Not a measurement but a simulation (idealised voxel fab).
Proc. module: voxel released beams
It is cross-section cut that appears here, measuring 280 nm in width, its square cells being 5 nm in size.
A cross-section is a grid of square cells, given in bands from the top down. A band is one or more rows of cells. For a band, the entry starts with two heights in nm, that of the top and then that of the bottom, and carries on with the band's materials in order from left to right, each alongside its width in nm; the word "everywhere" beside a single material means it fills the band edge to edge, and "blank" means empty space. Convention: height 0 is the level below which the wafer, as received, is all one material. The lowest band does not terminate at the bottom but continues downward, represented as "0 nm and below". Per-row width for "30->40": begins at first number (top row of band), ends at second number (bottom row), increment between rows held constant. "all unchanged" for a step: no cell of the cross-section changed in that step. In the "Encapsulated voids" entry, you get each enclosed empty space of 8 cells or more, one with no open way to the top, written width x height at distance, distance from the left edge, in nm. Text after the settings on a step's line: the simulator's own remark on that step. "overlay nm", when on a step's line for a step with a mask, measures how far to the right of its planned place the mask lay; a negative measure means to the left.
Below is the list of planned process steps:
1) RECEIVE, material Si
2) CONFORMAL_DEP, material SiN, thk nm 10
3) DIRECTIONAL_DEP, material SiO2, thk nm 15
4) MASKED_ETCH, tone open, mask id ANCHOR, width nm 30, etch materials SiO2, depth nm 15, overlay nm 0
5) CONFORMAL_DEP, material W, thk nm 10
6) DIRECTIONAL_DEP, material aC, thk nm 10
7) PATTERN, tone cover, mask id BEAM, material resist, width nm 85, thk nm 30, overlay nm 0
8) DIRECTIONAL_ETCH, etch materials aC, depth nm 10
9) STRIP, etch materials resist
10) DIRECTIONAL_ETCH, etch materials W, depth nm 10
11) STRIP, etch materials aC
12) STRIP, etch materials SiO2
Cross-section, incoming material, after step 1:
	0 nm and below  Si everywhere
	Encapsulated voids: none
Result of the module, cross-sectioned: start per above, plan per above, one error in how it was run:
	35 nm to 25 nm  blank 95 nm, W 85 nm, blank 100 nm
	25 nm to 15 nm  SiN everywhere
	15 nm to 0 nm  SiO2 everywhere
	0 nm and below  Si everywhere
	Encapsulated voids: none
The mistake made against the process plan was this: order of steps 2 and 3 inverted relative to the plan
